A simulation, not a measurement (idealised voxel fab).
Process module under the name voxel capacitor over wiring
Xsec cut, 250 nm wide, square cell size 5 nm.
Cross-section = grid of square cells, listed top down in bands; band = one or more rows.
For a band, the entry starts with two heights in nm, that of the top and then that of the bottom, and carries on with the band's materials in order from left to right, each alongside its width in nm; the word "full width" beside a single material means it fills the band edge to edge, and "blank" means empty space.
Beneath 0, the wafer as received is one material, and that level is where height counting begins. The lowest band goes on downward without a bottom; it is written like "z 0 and below".
A width such as "30..40" changes by the same amount from each row of cells to the next, from the band's top row to its bottom row.
Where a step carries "nothing got changed", the cross-section came out of it unchanged, cell for cell.
The entry titled "Sealed internal cavities" provides the empty spaces that have no open way to the top, restricted to those of 8 cells or more. Each is presented as width x height at distance, the distance being measured from the left edge, with all three in nm.
Where a step's line continues beyond its settings, the continuation is a remark by the simulator itself on that step.
Regarding "overlay nm": on a step with a mask, it is the distance the mask lay to the right of its planned place; a negative value places it to the left.
-- So here's the lineup of process steps we planned
1 RECEIVE,material Si
2 CONFORMAL_DEP,material SiO2,thk nm 10
3 CONFORMAL_DEP,material SiCN,thk nm 5
4 DIRECTIONAL_DEP,material lowk,thk nm 20
5 PATTERN,tone open,mask id METAL_1,material resist,width nm 30,pitch nm 100,thk nm 15,overlay nm 0
6 DIRECTIONAL_ETCH,etch materials lowk,depth nm 20
7 DIRECTIONAL_ETCH,etch materials SiCN,depth nm 5
8 STRIP,etch materials resist
9 CONFORMAL_DEP,material TiN,thk nm 5
10 FILL_DEP,material W,thk nm 5
11 CMP,height nm 35
12 CONFORMAL_DEP,material SiCN,thk nm 5
13 DIRECTIONAL_DEP,material lowk,thk nm 10
14 PATTERN,tone open,mask id PLUG_1,material resist,width nm 15,thk nm 20,overlay nm 0
15 DIRECTIONAL_ETCH,etch materials lowk,depth nm 10
16 DIRECTIONAL_ETCH,etch materials SiCN,depth nm 5
17 STRIP,etch materials resist
18 EPI,material Ru,thk nm 10
19 EPI,material Ru,thk nm 5
20 DIRECTIONAL_DEP,material TiN,thk nm 5
21 DIRECTIONAL_DEP,material HfO2,thk nm 5
22 DIRECTIONAL_DEP,material TiN,thk nm 10
23 DIRECTIONAL_DEP,material aC,thk nm 10
24 PATTERN,tone cover,mask id UPPER_PLATE,material resist,width nm 75,thk nm 30,overlay nm 0
25 DIRECTIONAL_ETCH,etch materials aC,depth nm 10
26 STRIP,etch materials resist
27 DIRECTIONAL_ETCH,etch materials TiN,depth nm 10
28 DIRECTIONAL_ETCH,etch materials HfO2,depth nm 5
29 STRIP,etch materials aC
30 DIRECTIONAL_DEP,material aC,thk nm 15
31 PATTERN,tone cover,mask id LOWER_PLATE,material resist,width nm 85,thk nm 30,overlay nm 0
32 DIRECTIONAL_ETCH,etch materials aC,depth nm 15
33 STRIP,etch materials resist
34 DIRECTIONAL_ETCH,etch materials TiN,depth nm 5
35 STRIP,etch materials aC
36 FILL_DEP,material SiO2,thk nm 15
37 CMP,height nm 80
38 DIRECTIONAL_DEP,material aC,thk nm 10
39 PATTERN,tone open,mask id PLUG_2,material resist,width nm 15,thk nm 25,overlay nm 0
40 DIRECTIONAL_ETCH,etch materials aC,depth nm 10
41 STRIP,etch materials resist
42 DIRECTIONAL_ETCH,etch materials SiO2,depth nm 10
43 STRIP,etch materials aC
44 CONFORMAL_DEP,material TiN,thk nm 5
45 FILL_DEP,material W,thk nm 5
46 CMP,height nm 80
47 CONFORMAL_DEP,material SiCN,thk nm 5
-- Cross-section, incoming material, after step 1
z 0 and below = Si full width
Sealed internal cavities: none
-- The cross-section shown corresponds to the wafer at the conclusion of the module. The initial structure and the process plan are those presented above; however, one mistake occurred in executing the plan
z 85 to 80 = SiCN full width
z 80 to 75 = SiO2 (85) / TiN (5) / W (5) / TiN (5) / SiO2 (150)
z 75 to 70 = SiO2 (85) / TiN (15) / SiO2 (150)
z 70 to 65 = SiO2 full width
z 65 to 55 = SiO2 (75) / TiN (75) / SiO2 (100)
z 55 to 50 = SiO2 (75) / HfO2 (75) / SiO2 (100)
z 50 to 40 = lowk (75) / Ru (15) / lowk (160)
z 40 to 35 = SiCN (75) / Ru (15) / SiCN (160)
z 35 to 15 = lowk (60) / TiN (5) / W (20) / TiN (5) / lowk (70) / TiN (5) / W (20) / TiN (5) / lowk (60)
z 15 to 10 = SiCN (60) / TiN (30) / SiCN (70) / TiN (30) / SiCN (60)
z 10 to 0 = SiO2 full width
z 0 and below = Si full width
Sealed internal cavities: none
Short version of what went wrong: yeah, step 20 of the plan got skipped, never ran
